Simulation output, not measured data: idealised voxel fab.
Process module heading - voxel self aligned vias
Cross-section cut: width 290 nm, square cells of 5 nm.
How to read a cross-section here: the picture is a grid of square cells, written as bands going from the top down, and any band can span one or more rows of cells.
Each band's line starts with the height of the band's top and of its bottom, in nm. Then come its materials from left to right, each with its width in nm. One material with "full width" fills the band from edge to edge. "empty" is empty space.
The reference from which all heights are counted is 0, the level beneath which the as-received wafer is entirely one material; the lowest band, having no lower bound, proceeds downward and is written after the example "z 0 and below".
You'd read "30..40" like this: the band's top row of cells is as wide as the first number, its bottom row is as wide as the second, and going down, every row changes width by the same amount as the row before did.
The cross-section has no changed cell in any step marked "no alteration".
If an empty space has no open way to the top and is at least 8 cells in size, "Closed void table" lists it, written width x height at distance, where distance is measured from the left edge and every value is in nm.
Note: text after step settings on the step line = simulator remark on that step.
What "overlay nm" on a step's line means: if the step has a mask, that mask lay this far to the right of its planned place, or, when the value is negative, to the left.
PROCESS STEPS - PLAN
1,RECEIVE,material Si
2,CONFORMAL_DEP,material SiO2,thk nm 15
3,CONFORMAL_DEP,material SiCN,thk nm 5
4,DIRECTIONAL_DEP,material SiO2,thk nm 20
5,PATTERN,tone open,mask id LINES,material resist,width nm 30,pitch nm 70,thk nm 15,overlay nm 0
6,DIRECTIONAL_ETCH,etch materials SiO2,depth nm 20
7,STRIP,etch materials resist
8,CONFORMAL_DEP,material TiN,thk nm 5
9,FILL_DEP,material W,thk nm 5
10,CMP,height nm 40
11,SELECTIVE_ETCH,etch materials W Ru TiN,depth nm 5
12,FILL_DEP,material SiN,thk nm 5
13,CMP,height nm 40
14,DIRECTIONAL_DEP,material SiO2,thk nm 20
15,MASKED_ETCH,tone open,mask id VIAS,width nm 40,pitch nm 70,etch materials SiO2,depth nm 20,overlay nm 0
16,MASKED_ETCH,tone open,mask id VIAS,width nm 40,pitch nm 70,etch materials SiN,depth nm 5,overlay nm 0
17,CONFORMAL_DEP,material TiN,thk nm 5
18,FILL_DEP,material Cu,thk nm 5
19,CMP,height nm 60
20,CONFORMAL_DEP,material SiN,thk nm 5
THE CROSS-SECTION HERE SHOWS THE WAFER AS RECEIVED, I.E. IN ITS STATE AFTER STEP 1
  z 0 and below | Si full width
  Closed void table: none
LOOKING AT THE FIRST OF TWO WAFERS IN CROSS-SECTION AT END OF MODULE - RAN TO PLAN
  z 65 to 60 | SiN full width
  z 60 to 45 | SiO2 55 | TiN 5 | Cu 30 | TiN 5 | SiO2 30 | TiN 5 | Cu 30 | TiN 5 | SiO2 30 | TiN 5 | Cu 30 | TiN 5 | SiO2 55
  z 45 to 40 | SiO2 55 | TiN 10 | Cu 20 | TiN 10 | SiO2 30 | TiN 10 | Cu 20 | TiN 10 | SiO2 30 | TiN 10 | Cu 20 | TiN 10 | SiO2 55
  z 40 to 35 | SiO2 60 | TiN 30 | SiO2 40 | TiN 30 | SiO2 40 | TiN 30 | SiO2 60
  z 35 to 25 | SiO2 60 | TiN 5 | W 20 | TiN 5 | SiO2 40 | TiN 5 | W 20 | TiN 5 | SiO2 40 | TiN 5 | W 20 | TiN 5 | SiO2 60
  z 25 to 20 | SiO2 60 | TiN 30 | SiO2 40 | TiN 30 | SiO2 40 | TiN 30 | SiO2 60
  z 20 to 15 | SiCN full width
  z 15 to 0 | SiO2 full width
  z 0 and below | Si full width
  Closed void table: none
CROSS-SECTION OF THE LATTER OF THE TWO WAFERS AT MODULE COMPLETION. IT HAD AN IDENTICAL START AND AN IDENTICAL PLAN TO THE FORMER; IN RUNNING IT, ONE MISTAKE WAS MADE
  z 65 to 60 | SiN full width
  z 60 to 45 | SiO2 55 | TiN 5 | Cu 30 | TiN 5 | SiO2 30 | TiN 5 | Cu 30 | TiN 5 | SiO2 30 | TiN 5 | Cu 30 | TiN 5 | SiO2 55
  z 45 to 40 | SiO2 55 | TiN 15 | Cu 10 | TiN 15 | SiO2 30 | TiN 15 | Cu 10 | TiN 15 | SiO2 30 | TiN 15 | Cu 10 | TiN 15 | SiO2 55
  z 40 to 35 | SiO2 65 | TiN 20 | SiO2 50 | TiN 20 | SiO2 50 | TiN 20 | SiO2 65
  z 35 to 25 | SiO2 65 | TiN 5 | W 10 | TiN 5 | SiO2 50 | TiN 5 | W 10 | TiN 5 | SiO2 50 | TiN 5 | W 10 | TiN 5 | SiO2 65
  z 25 to 20 | SiO2 65 | TiN 20 | SiO2 50 | TiN 20 | SiO2 50 | TiN 20 | SiO2 65
  z 20 to 15 | SiCN full width
  z 15 to 0 | SiO2 full width
  z 0 and below | Si full width
  Closed void table: none
Run error: contrary to plan, step 5 was performed as PATTERN,tone open,mask id LINES,material resist,width nm 20,pitch nm 70,thk nm 15,overlay nm 0
At the finish, the second wafer shows more or fewer cells for some materials than the first does: 6 fewer of Cu | 24 more of SiO2 | 6 fewer of TiN | 12 fewer of W
